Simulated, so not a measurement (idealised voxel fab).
The name of this process module is voxel gate over fins.
The cross-section on display is named cut; it measures 190 nm wide, and its cells are 5 nm squares.
In what follows, cross-sections appear as grids of square cells, described through bands that run from the top down, where every band is one or more rows of cells. Within each band entry, the heights of the top and of the bottom of the band appear first, in that order and in nm; the materials of the band then follow from left to right, each with its corresponding width in nm. The designation "everywhere" on a single material indicates that it fills the band from edge to edge; the designation "blank" indicates empty space. Heads up on the height convention: 0 is the point under which the incoming wafer is all one material, and the lowest band has no bottom, it just keeps going down, like "0 nm and below". A width given as "30..40" starts at the first number in the band's top row and ends at the second number in its bottom row, shifting by an equal amount at every step from row to row. You'll sometimes find "no alterations made" written for a step, and that's the way of saying that nowhere in the cross-section did a cell change during that step. Any empty space of 8 cells or more lacking an open way to the top shows up in "Sealed void listing" as width x height at distance, distance from the left edge, in nm. On each step's line, the part that comes after the settings is the simulator's own comment on the step. Steps that use a mask can have "overlay nm" on their line. It says how far the mask sat to the right of where it was meant to be. Negative means to the left.
THE PLANNED PROCESS STEPS ARE ENUMERATED HEREUNDER
step 1: RECEIVE, material Si
step 2: CONFORMAL_DEP, material SiN, thk nm 10
step 3: PATTERN, tone cover, mask id FINS, material resist, width nm 15, pitch nm 50, thk nm 20, overlay nm 0
step 4: DIRECTIONAL_ETCH, etch materials SiN, depth nm 10
step 5: DIRECTIONAL_ETCH, etch materials Si, depth nm 30
step 6: STRIP, etch materials resist
step 7: FILL_DEP, material SiO2, thk nm 5
step 8: CMP, height nm 10
step 9: PATTERN, tone open, mask id RAIL, material resist, width nm 15, thk nm 15, overlay nm 0
step 10: DIRECTIONAL_ETCH, etch materials SiO2, depth nm 35
step 11: STRIP, etch materials resist
step 12: CONFORMAL_DEP, material TiN, thk nm 5
step 13: FILL_DEP, material Ru, thk nm 5
step 14: CMP, height nm 10
step 15: SELECTIVE_ETCH, etch materials W Ru TiN, depth nm 25
step 16: FILL_DEP, material SiO2, thk nm 5
step 17: CMP, height nm 10
step 18: SELECTIVE_ETCH, etch materials SiO2, depth nm 20
step 19: STRIP, etch materials SiN
step 20: CONFORMAL_DEP, material HfO2, thk nm 5
step 21: CONFORMAL_DEP, material TiN, thk nm 5
step 22: FILL_DEP, material W, thk nm 10
step 23: CMP, height nm 15
step 24: CONFORMAL_DEP, material SiCN, thk nm 10
BELOW: THE FIRST OF TWO WAFERS, RUN AS PLANNED
RECEIVED-STATE CROSS-SECTION, REFLECTING COMPLETION OF STEP 1
> 0 nm and below = Si everywhere
> Sealed void listing: none
PRESENTED HERE IS A CROSS-SECTION OF THE WAFER AFTER STEP 2 HAS BEEN PERFORMED
> 10 nm to 0 nm = SiN everywhere
> Whatever lies below 0 is exactly as it was before.
PRESENTED HERE IS A CROSS-SECTION OF THE WAFER AFTER STEP 3 HAS BEEN PERFORMED
> 30 nm to 10 nm = blank 60 nm, then resist 15 nm, then blank 35 nm, then resist 15 nm, then blank 65 nm
> Whatever lies below 10 is exactly as it was before.
PRESENTED HERE IS A CROSS-SECTION OF THE WAFER AFTER STEP 4 HAS BEEN PERFORMED
> 30 nm to 10 nm = blank 60 nm, then resist 15 nm, then blank 35 nm, then resist 15 nm, then blank 65 nm
> 10 nm to 0 nm = blank 60 nm, then SiN 15 nm, then blank 35 nm, then SiN 15 nm, then blank 65 nm
> Whatever lies below 0 is exactly as it was before.
PRESENTED HERE IS A CROSS-SECTION OF THE WAFER AFTER STEP 5 HAS BEEN PERFORMED
> 30 nm to 10 nm = blank 60 nm, then resist 15 nm, then blank 35 nm, then resist 15 nm, then blank 65 nm
> 10 nm to 0 nm = blank 60 nm, then SiN 15 nm, then blank 35 nm, then SiN 15 nm, then blank 65 nm
> 0 nm to -30 nm = blank 60 nm, then Si 15 nm, then blank 35 nm, then Si 15 nm, then blank 65 nm
> Whatever lies below -30 is exactly as it was before.
PRESENTED HERE IS A CROSS-SECTION OF THE WAFER AFTER STEP 6 HAS BEEN PERFORMED
> 10 nm to 0 nm = blank 60 nm, then SiN 15 nm, then blank 35 nm, then SiN 15 nm, then blank 65 nm
> Whatever lies below 0 is exactly as it was before.
PRESENTED HERE IS A CROSS-SECTION OF THE WAFER AFTER STEP 7 HAS BEEN PERFORMED
> 15 nm to 10 nm = SiO2 everywhere
> 10 nm to 0 nm = SiO2 60 nm, then SiN 15 nm, then SiO2 35 nm, then SiN 15 nm, then SiO2 65 nm
> 0 nm to -30 nm = SiO2 60 nm, then Si 15 nm, then SiO2 35 nm, then Si 15 nm, then SiO2 65 nm
> Whatever lies below -30 is exactly as it was before.
PRESENTED HERE IS A CROSS-SECTION OF THE WAFER AFTER STEP 8 HAS BEEN PERFORMED
> 10 nm to 0 nm = SiO2 60 nm, then SiN 15 nm, then SiO2 35 nm, then SiN 15 nm, then SiO2 65 nm
> Whatever lies below 0 is exactly as it was before.
PRESENTED HERE IS A CROSS-SECTION OF THE WAFER AFTER STEP 9 HAS BEEN PERFORMED
> 25 nm to 10 nm = resist 85 nm, then blank 15 nm, then resist 90 nm
> Whatever lies below 10 is exactly as it was before.
PRESENTED HERE IS A CROSS-SECTION OF THE WAFER AFTER STEP 10 HAS BEEN PERFORMED
> 25 nm to 10 nm = resist 85 nm, then blank 15 nm, then resist 90 nm
> 10 nm to 0 nm = SiO2 60 nm, then SiN 15 nm, then SiO2 10 nm, then blank 15 nm, then SiO2 10 nm, then SiN 15 nm, then SiO2 65 nm
> 0 nm to -25 nm = SiO2 60 nm, then Si 15 nm, then SiO2 10 nm, then blank 15 nm, then SiO2 10 nm, then Si 15 nm, then SiO2 65 nm
> Whatever lies below -25 is exactly as it was before.
PRESENTED HERE IS A CROSS-SECTION OF THE WAFER AFTER STEP 11 HAS BEEN PERFORMED
> 10 nm to 0 nm = SiO2 60 nm, then SiN 15 nm, then SiO2 10 nm, then blank 15 nm, then SiO2 10 nm, then SiN 15 nm, then SiO2 65 nm
> Whatever lies below 0 is exactly as it was before.
PRESENTED HERE IS A CROSS-SECTION OF THE WAFER AFTER STEP 12 HAS BEEN PERFORMED
> 15 nm to 10 nm = TiN 90 nm, then blank 5 nm, then TiN 95 nm
> 10 nm to 0 nm = SiO2 60 nm, then SiN 15 nm, then SiO2 10 nm, then TiN 5 nm, then blank 5 nm, then TiN 5 nm, then SiO2 10 nm, then SiN 15 nm, then SiO2 65 nm
> 0 nm to -20 nm = SiO2 60 nm, then Si 15 nm, then SiO2 10 nm, then TiN 5 nm, then blank 5 nm, then TiN 5 nm, then SiO2 10 nm, then Si 15 nm, then SiO2 65 nm
> -20 nm to -25 nm = SiO2 60 nm, then Si 15 nm, then SiO2 10 nm, then TiN 15 nm, then SiO2 10 nm, then Si 15 nm, then SiO2 65 nm
> Whatever lies below -25 is exactly as it was before.
PRESENTED HERE IS A CROSS-SECTION OF THE WAFER AFTER STEP 13 HAS BEEN PERFORMED
> 20 nm to 15 nm = Ru everywhere
> 15 nm to 10 nm = TiN 90 nm, then Ru 5 nm, then TiN 95 nm
> 10 nm to 0 nm = SiO2 60 nm, then SiN 15 nm, then SiO2 10 nm, then TiN 5 nm, then Ru 5 nm, then TiN 5 nm, then SiO2 10 nm, then SiN 15 nm, then SiO2 65 nm
> 0 nm to -20 nm = SiO2 60 nm, then Si 15 nm, then SiO2 10 nm, then TiN 5 nm, then Ru 5 nm, then TiN 5 nm, then SiO2 10 nm, then Si 15 nm, then SiO2 65 nm
> Whatever lies below -20 is exactly as it was before.
PRESENTED HERE IS A CROSS-SECTION OF THE WAFER AFTER STEP 14 HAS BEEN PERFORMED
> 10 nm to 0 nm = SiO2 60 nm, then SiN 15 nm, then SiO2 10 nm, then TiN 5 nm, then Ru 5 nm, then TiN 5 nm, then SiO2 10 nm, then SiN 15 nm, then SiO2 65 nm
> Whatever lies below 0 is exactly as it was before.
PRESENTED HERE IS A CROSS-SECTION OF THE WAFER AFTER STEP 15 HAS BEEN PERFORMED
> 10 nm to 0 nm = SiO2 60 nm, then SiN 15 nm, then SiO2 10 nm, then blank 15 nm, then SiO2 10 nm, then SiN 15 nm, then SiO2 65 nm
> 0 nm to -15 nm = SiO2 60 nm, then Si 15 nm, then SiO2 10 nm, then blank 15 nm, then SiO2 10 nm, then Si 15 nm, then SiO2 65 nm
> Whatever lies below -15 is exactly as it was before.
PRESENTED HERE IS A CROSS-SECTION OF THE WAFER AFTER STEP 16 HAS BEEN PERFORMED
> 15 nm to 10 nm = SiO2 everywhere
> 10 nm to 0 nm = SiO2 60 nm, then SiN 15 nm, then SiO2 35 nm, then SiN 15 nm, then SiO2 65 nm
> 0 nm to -15 nm = SiO2 60 nm, then Si 15 nm, then SiO2 35 nm, then Si 15 nm, then SiO2 65 nm
> Whatever lies below -15 is exactly as it was before.
PRESENTED HERE IS A CROSS-SECTION OF THE WAFER AFTER STEP 17 HAS BEEN PERFORMED
> 10 nm to 0 nm = SiO2 60 nm, then SiN 15 nm, then SiO2 35 nm, then SiN 15 nm, then SiO2 65 nm
> Whatever lies below 0 is exactly as it was before.
PRESENTED HERE IS A CROSS-SECTION OF THE WAFER AFTER STEP 18 HAS BEEN PERFORMED
> 10 nm to 0 nm = blank 60 nm, then SiN 15 nm, then blank 35 nm, then SiN 15 nm, then blank 65 nm
> 0 nm to -10 nm = blank 60 nm, then Si 15 nm, then blank 35 nm, then Si 15 nm, then blank 65 nm
> Whatever lies below -10 is exactly as it was before.
PRESENTED HERE IS A CROSS-SECTION OF THE WAFER AFTER STEP 19 HAS BEEN PERFORMED
> 0 nm to -10 nm = blank 60 nm, then Si 15 nm, then blank 35 nm, then Si 15 nm, then blank 65 nm
> Whatever lies below -10 is exactly as it was before.
PRESENTED HERE IS A CROSS-SECTION OF THE WAFER AFTER STEP 20 HAS BEEN PERFORMED
> 5 nm to 0 nm = blank 55 nm, then HfO2 25 nm, then blank 25 nm, then HfO2 25 nm, then blank 60 nm
> 0 nm to -5 nm = blank 55 nm, then HfO2 5 nm, then Si 15 nm, then HfO2 5 nm, then blank 25 nm, then HfO2 5 nm, then Si 15 nm, then HfO2 5 nm, then blank 60 nm
> -5 nm to -10 nm = HfO2 60 nm, then Si 15 nm, then HfO2 35 nm, then Si 15 nm, then HfO2 65 nm
> Whatever lies below -10 is exactly as it was before.
PRESENTED HERE IS A CROSS-SECTION OF THE WAFER AFTER STEP 21 HAS BEEN PERFORMED
> 10 nm to 5 nm = blank 50 nm, then TiN 35 nm, then blank 15 nm, then TiN 35 nm, then blank 55 nm
> 5 nm to 0 nm = blank 50 nm, then TiN 5 nm, then HfO2 25 nm, then TiN 5 nm, then blank 15 nm, then TiN 5 nm, then HfO2 25 nm, then TiN 5 nm, then blank 55 nm
> 0 nm to -5 nm = TiN 55 nm, then HfO2 5 nm, then Si 15 nm, then HfO2 5 nm, then TiN 25 nm, then HfO2 5 nm, then Si 15 nm, then HfO2 5 nm, then TiN 60 nm
> Whatever lies below -5 is exactly as it was before.
PRESENTED HERE IS A CROSS-SECTION OF THE WAFER AFTER STEP 22 HAS BEEN PERFORMED
> 20 nm to 10 nm = W everywhere
> 10 nm to 5 nm = W 50 nm, then TiN 35 nm, then W 15 nm, then TiN 35 nm, then W 55 nm
> 5 nm to 0 nm = W 50 nm, then TiN 5 nm, then HfO2 25 nm, then TiN 5 nm, then W 15 nm, then TiN 5 nm, then HfO2 25 nm, then TiN 5 nm, then W 55 nm
> Whatever lies below 0 is exactly as it was before.
PRESENTED HERE IS A CROSS-SECTION OF THE WAFER AFTER STEP 23 HAS BEEN PERFORMED
> 15 nm to 10 nm = W everywhere
> Whatever lies below 10 is exactly as it was before.
PRESENTED HERE IS A CROSS-SECTION OF THE WAFER AFTER STEP 24 HAS BEEN PERFORMED
> 25 nm to 15 nm = SiCN everywhere
> Whatever lies below 15 is exactly as it was before.
NOTES, SECOND WAFER: START = FIRST WAFER'S, PLAN = FIRST WAFER'S, EXECUTION HAD ONE MISTAKE; HISTORY IDENTICAL TO FIRST THROUGH STEP 23
LOOK AT THE SECOND WAFER IN CROSS-SECTION AT THE TIME STEP 24 OUGHT TO HAVE FINISHED
> 20 nm to 15 nm = SiCN everywhere
> Whatever lies below 15 is exactly as it was before.
What broke from the plan during processing? step 24 was processed under conditions differing from the plan, specifically as CONFORMAL_DEP, material SiCN, thk nm 5
Counted in cells at the end, the second wafer holds more or fewer of these materials than the first: SiCN -38
